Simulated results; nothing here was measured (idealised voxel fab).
The name of this process module is voxel wiring stack.
In the cross-section labelled cut, the width is 190 nm and each square cell is 5 nm.
How to read a cross-section here: the picture is a grid of square cells, written as bands going from the top down, and any band can span one or more rows of cells. Per band: top height and bottom height in nm, followed by the left-to-right materials and their widths in nm; "full width" marks a single material spanning edge to edge, "air" marks empty space. Height is counted from the level 0, under which the received wafer is composed throughout of one material. The lowest of the bands is not closed at the bottom but continues downward, in the notation "0..down". You'd read "30->40" like this: the band's top row of cells is as wide as the first number, its bottom row is as wide as the second, and going down, every row changes width by the same amount as the row before did. The cross-section has no changed cell in any step marked "no modifications". Any empty space of 8 cells or more lacking an open way to the top shows up in "Unvented internal voids" as width x height at distance, distance from the left edge, in nm. If you see something after the settings on a step's line, that's the simulator's own remark about that step. overlay nm: on a step with a mask, how far right of its planned place the mask lay; negative means left.

### Below is the list of planned process steps
step 1: RECEIVE: material Si
step 2: CONFORMAL_DEP: material SiO2, thk nm 10
step 3: CONFORMAL_DEP: material SiN, thk nm 5
step 4: DIRECTIONAL_DEP: material lowk, thk nm 15
step 5: DIRECTIONAL_DEP: material aC, thk nm 10
step 6: PATTERN: tone open, mask id METAL_1, material resist, width nm 30, pitch nm 60, thk nm 30, overlay nm 0
step 7: DIRECTIONAL_ETCH: etch materials aC, depth nm 10
step 8: STRIP: etch materials resist
step 9: DIRECTIONAL_ETCH: etch materials lowk, depth nm 15
step 10: DIRECTIONAL_ETCH: etch materials SiN, depth nm 5
step 11: STRIP: etch materials aC
step 12: CONFORMAL_DEP: material TiN, thk nm 5
step 13: FILL_DEP: material Cu, thk nm 10
step 14: CMP: height nm 30
step 15: EPI: material Ru, thk nm 5
step 16: FILL_DEP: material SiCN, thk nm 5
step 17: DIRECTIONAL_DEP: material SiO2, thk nm 15
step 18: PATTERN: tone open, mask id PLUG_1, material resist, width nm 15, pitch nm 60, thk nm 20, overlay nm 0
step 19: DIRECTIONAL_ETCH: etch materials SiO2, depth nm 15
step 20: DIRECTIONAL_ETCH: etch materials SiCN, depth nm 5
step 21: STRIP: etch materials resist
step 22: CONFORMAL_DEP: material TiN, thk nm 5
step 23: FILL_DEP: material Ru, thk nm 10
step 24: CMP: height nm 55
step 25: DIRECTIONAL_DEP: material TiN, thk nm 5
step 26: DIRECTIONAL_DEP: material W, thk nm 20
step 27: MASKED_ETCH: tone cover, mask id METAL_2, width nm 30, pitch nm 60, etch materials W, depth nm 20, overlay nm 0
step 28: MASKED_ETCH: tone cover, mask id METAL_2, width nm 30, pitch nm 60, etch materials TiN, depth nm 5, overlay nm 0
step 29: FILL_DEP: material SiO2, thk nm 5
step 30: CMP: height nm 80
step 31: CONFORMAL_DEP: material SiCN, thk nm 5

### Of two wafers, the first: run according to plan

### Cross-section of the incoming wafer, state after step 1
0..down  Si full width
Unvented internal voids: none

### Cross-sectional representation of the wafer at the conclusion of step 2
10..0  SiO2 full width
Rest of section, below 0: as before.

### Cross-sectional representation of the wafer at the conclusion of step 3
15..10  SiN full width
Rest of section, below 10: as before.

### Cross-sectional representation of the wafer at the conclusion of step 4
30..15  lowk full width
Rest of section, below 15: as before.

### Cross-sectional representation of the wafer at the conclusion of step 5
40..30  aC full width
Rest of section, below 30: as before.

### Cross-sectional representation of the wafer at the conclusion of step 6
70..40  20 resist / 30 air / 30 resist / 30 air / 30 resist / 30 air / 20 resist
Rest of section, below 40: as before.

### Cross-sectional representation of the wafer at the conclusion of step 7
60..40  20 resist / 30 air / 30 resist / 30 air / 30 resist / 30 air / 20 resist
40..30  20 aC / 30 air / 30 aC / 30 air / 30 aC / 30 air / 20 aC
Rest of section, below 30: as before.

### Cross-sectional representation of the wafer at the conclusion of step 8
40..30  20 aC / 30 air / 30 aC / 30 air / 30 aC / 30 air / 20 aC
Rest of section, below 30: as before.

### Cross-sectional representation of the wafer at the conclusion of step 9
40..30  20 aC / 30 air / 30 aC / 30 air / 30 aC / 30 air / 20 aC
30..15  20 lowk / 30 air / 30 lowk / 30 air / 30 lowk / 30 air / 20 lowk
Rest of section, below 15: as before.

### Cross-sectional representation of the wafer at the conclusion of step 10
40..30  20 aC / 30 air / 30 aC / 30 air / 30 aC / 30 air / 20 aC
30..15  20 lowk / 30 air / 30 lowk / 30 air / 30 lowk / 30 air / 20 lowk
15..10  20 SiN / 30 air / 30 SiN / 30 air / 30 SiN / 30 air / 20 SiN
Rest of section, below 10: as before.

### Cross-sectional representation of the wafer at the conclusion of step 11
30..15  20 lowk / 30 air / 30 lowk / 30 air / 30 lowk / 30 air / 20 lowk
Rest of section, below 15: as before.

### Cross-sectional representation of the wafer at the conclusion of step 12
35..30  25 TiN / 20 air / 40 TiN / 20 air / 40 TiN / 20 air / 25 TiN
30..15  20 lowk / 5 TiN / 20 air / 5 TiN / 30 lowk / 5 TiN / 20 air / 5 TiN / 30 lowk / 5 TiN / 20 air / 5 TiN / 20 lowk
15..10  20 SiN / 30 TiN / 30 SiN / 30 TiN / 30 SiN / 30 TiN / 20 SiN
Rest of section, below 10: as before.

### Cross-sectional representation of the wafer at the conclusion of step 13
45..35  Cu full width
35..30  25 TiN / 20 Cu / 40 TiN / 20 Cu / 40 TiN / 20 Cu / 25 TiN
30..15  20 lowk / 5 TiN / 20 Cu / 5 TiN / 30 lowk / 5 TiN / 20 Cu / 5 TiN / 30 lowk / 5 TiN / 20 Cu / 5 TiN / 20 lowk
Rest of section, below 15: as before.

### Cross-sectional representation of the wafer at the conclusion of step 14
30..15  20 lowk / 5 TiN / 20 Cu / 5 TiN / 30 lowk / 5 TiN / 20 Cu / 5 TiN / 30 lowk / 5 TiN / 20 Cu / 5 TiN / 20 lowk
Rest of section, below 15: as before.

### Cross-sectional representation of the wafer at the conclusion of step 15
35..30  15 air / 40 Ru / 20 air / 40 Ru / 20 air / 40 Ru / 15 air
Rest of section, below 30: as before.

### Cross-sectional representation of the wafer at the conclusion of step 16
40..35  SiCN full width
35..30  15 SiCN / 40 Ru / 20 SiCN / 40 Ru / 20 SiCN / 40 Ru / 15 SiCN
Rest of section, below 30: as before.

### Cross-sectional representation of the wafer at the conclusion of step 17
55..40  SiO2 full width
Rest of section, below 40: as before.

### Cross-sectional representation of the wafer at the conclusion of step 18
75..55  20 resist / 15 air / 45 resist / 15 air / 45 resist / 15 air / 35 resist
Rest of section, below 55: as before.

### Cross-sectional representation of the wafer at the conclusion of step 19
75..55  20 resist / 15 air / 45 resist / 15 air / 45 resist / 15 air / 35 resist
55..40  20 SiO2 / 15 air / 45 SiO2 / 15 air / 45 SiO2 / 15 air / 35 SiO2
Rest of section, below 40: as before.

### Cross-sectional representation of the wafer at the conclusion of step 20
75..55  20 resist / 15 air / 45 resist / 15 air / 45 resist / 15 air / 35 resist
55..40  20 SiO2 / 15 air / 45 SiO2 / 15 air / 45 SiO2 / 15 air / 35 SiO2
40..35  20 SiCN / 15 air / 45 SiCN / 15 air / 45 SiCN / 15 air / 35 SiCN
Rest of section, below 35: as before.

### Cross-sectional representation of the wafer at the conclusion of step 21
55..40  20 SiO2 / 15 air / 45 SiO2 / 15 air / 45 SiO2 / 15 air / 35 SiO2
Rest of section, below 40: as before.

### Cross-sectional representation of the wafer at the conclusion of step 22
60..55  25 TiN / 5 air / 55 TiN / 5 air / 55 TiN / 5 air / 40 TiN
55..40  20 SiO2 / 5 TiN / 5 air / 5 TiN / 45 SiO2 / 5 TiN / 5 air / 5 TiN / 45 SiO2 / 5 TiN / 5 air / 5 TiN / 35 SiO2
40..35  20 SiCN / 15 TiN / 45 SiCN / 15 TiN / 45 SiCN / 15 TiN / 35 SiCN
Rest of section, below 35: as before.

### Cross-sectional representation of the wafer at the conclusion of step 23
70..60  Ru full width
60..55  25 TiN / 5 Ru / 55 TiN / 5 Ru / 55 TiN / 5 Ru / 40 TiN
55..40  20 SiO2 / 5 TiN / 5 Ru / 5 TiN / 45 SiO2 / 5 TiN / 5 Ru / 5 TiN / 45 SiO2 / 5 TiN / 5 Ru / 5 TiN / 35 SiO2
Rest of section, below 40: as before.

### Cross-sectional representation of the wafer at the conclusion of step 24
55..40  20 SiO2 / 5 TiN / 5 Ru / 5 TiN / 45 SiO2 / 5 TiN / 5 Ru / 5 TiN / 45 SiO2 / 5 TiN / 5 Ru / 5 TiN / 35 SiO2
Rest of section, below 40: as before.

### Cross-sectional representation of the wafer at the conclusion of step 25
60..55  TiN full width
Rest of section, below 55: as before.

### Cross-sectional representation of the wafer at the conclusion of step 26
80..60  W full width
Rest of section, below 60: as before.

### Cross-sectional representation of the wafer at the conclusion of step 27
80..60  20 air / 30 W / 30 air / 30 W / 30 air / 30 W / 20 air
Rest of section, below 60: as before.

### Cross-sectional representation of the wafer at the conclusion of step 28
80..60  20 air / 30 W / 30 air / 30 W / 30 air / 30 W / 20 air
60..55  20 air / 30 TiN / 30 air / 30 TiN / 30 air / 30 TiN / 20 air
Rest of section, below 55: as before.

### Cross-sectional representation of the wafer at the conclusion of step 29
85..80  SiO2 full width
80..60  20 SiO2 / 30 W / 30 SiO2 / 30 W / 30 SiO2 / 30 W / 20 SiO2
60..55  20 SiO2 / 30 TiN / 30 SiO2 / 30 TiN / 30 SiO2 / 30 TiN / 20 SiO2
Rest of section, below 55: as before.

### Cross-sectional representation of the wafer at the conclusion of step 30
80..60  20 SiO2 / 30 W / 30 SiO2 / 30 W / 30 SiO2 / 30 W / 20 SiO2
Rest of section, below 60: as before.

### Cross-sectional representation of the wafer at the conclusion of step 31
85..80  SiCN full width
Rest of section, below 80: as before.

### Second wafer, same starting state and plan as the first, one mistake in the run, identical through step 16

### Cross-sectional view of the second wafer at the intended end time of process step 17
50..40  SiO2 full width
Rest of section, below 40: as before.

### Cross-sectional view of the second wafer at the intended end time of process step 18
70..50  20 resist / 15 air / 45 resist / 15 air / 45 resist / 15 air / 35 resist
Rest of section, below 50: as before.

### Cross-sectional view of the second wafer at the intended end time of process step 19
70..50  20 resist / 15 air / 45 resist / 15 air / 45 resist / 15 air / 35 resist
50..40  20 SiO2 / 15 air / 45 SiO2 / 15 air / 45 SiO2 / 15 air / 35 SiO2
Rest of section, below 40: as before.

### Cross-sectional view of the second wafer at the intended end time of process step 20
70..50  20 resist / 15 air / 45 resist / 15 air / 45 resist / 15 air / 35 resist
50..40  20 SiO2 / 15 air / 45 SiO2 / 15 air / 45 SiO2 / 15 air / 35 SiO2
40..35  20 SiCN / 15 air / 45 SiCN / 15 air / 45 SiCN / 15 air / 35 SiCN
Rest of section, below 35: as before.

### Cross-sectional view of the second wafer at the intended end time of process step 21
50..40  20 SiO2 / 15 air / 45 SiO2 / 15 air / 45 SiO2 / 15 air / 35 SiO2
Rest of section, below 40: as before.

### Cross-sectional view of the second wafer at the intended end time of process step 22
55..50  25 TiN / 5 air / 55 TiN / 5 air / 55 TiN / 5 air / 40 TiN
50..40  20 SiO2 / 5 TiN / 5 air / 5 TiN / 45 SiO2 / 5 TiN / 5 air / 5 TiN / 45 SiO2 / 5 TiN / 5 air / 5 TiN / 35 SiO2
40..35  20 SiCN / 15 TiN / 45 SiCN / 15 TiN / 45 SiCN / 15 TiN / 35 SiCN
Rest of section, below 35: as before.

### Cross-sectional view of the second wafer at the intended end time of process step 23
65..55  Ru full width
55..50  25 TiN / 5 Ru / 55 TiN / 5 Ru / 55 TiN / 5 Ru / 40 TiN
50..40  20 SiO2 / 5 TiN / 5 Ru / 5 TiN / 45 SiO2 / 5 TiN / 5 Ru / 5 TiN / 45 SiO2 / 5 TiN / 5 Ru / 5 TiN / 35 SiO2
Rest of section, below 40: as before.

### Cross-sectional view of the second wafer at the intended end time of process step 24
55..50  25 TiN / 5 Ru / 55 TiN / 5 Ru / 55 TiN / 5 Ru / 40 TiN
Rest of section, below 50: as before.

### Cross-sectional view of the second wafer at the intended end time of process step 25
60..55  TiN full width
Rest of section, below 55: as before.

### Cross-sectional view of the second wafer at the intended end time of process step 26
80..60  W full width
Rest of section, below 60: as before.

### Cross-sectional view of the second wafer at the intended end time of process step 27
80..60  20 air / 30 W / 30 air / 30 W / 30 air / 30 W / 20 air
Rest of section, below 60: as before.

### Cross-sectional view of the second wafer at the intended end time of process step 28
80..60  20 air / 30 W / 30 air / 30 W / 30 air / 30 W / 20 air
60..55  20 air / 30 TiN / 30 air / 30 TiN / 30 air / 30 TiN / 20 air
Rest of section, below 55: as before.

### Cross-sectional view of the second wafer at the intended end time of process step 29
85..80  SiO2 full width
80..60  20 SiO2 / 30 W / 30 SiO2 / 30 W / 30 SiO2 / 30 W / 20 SiO2
60..55  20 SiO2 / 30 TiN / 30 SiO2 / 30 TiN / 30 SiO2 / 30 TiN / 20 SiO2
Rest of section, below 55: as before.

### Cross-sectional view of the second wafer at the intended end time of process step 30
80..60  20 SiO2 / 30 W / 30 SiO2 / 30 W / 30 SiO2 / 30 W / 20 SiO2
Rest of section, below 60: as before.

### Cross-sectional view of the second wafer at the intended end time of process step 31
85..80  SiCN full width
Rest of section, below 80: as before.
Which mistake was made when the wafer was run? step 17 ran as: DIRECTIONAL_DEP: material SiO2, thk nm 10
The second wafer ends with more or fewer cells of some materials than the first, per final count: SiO2: 29 fewer; TiN: 29 more
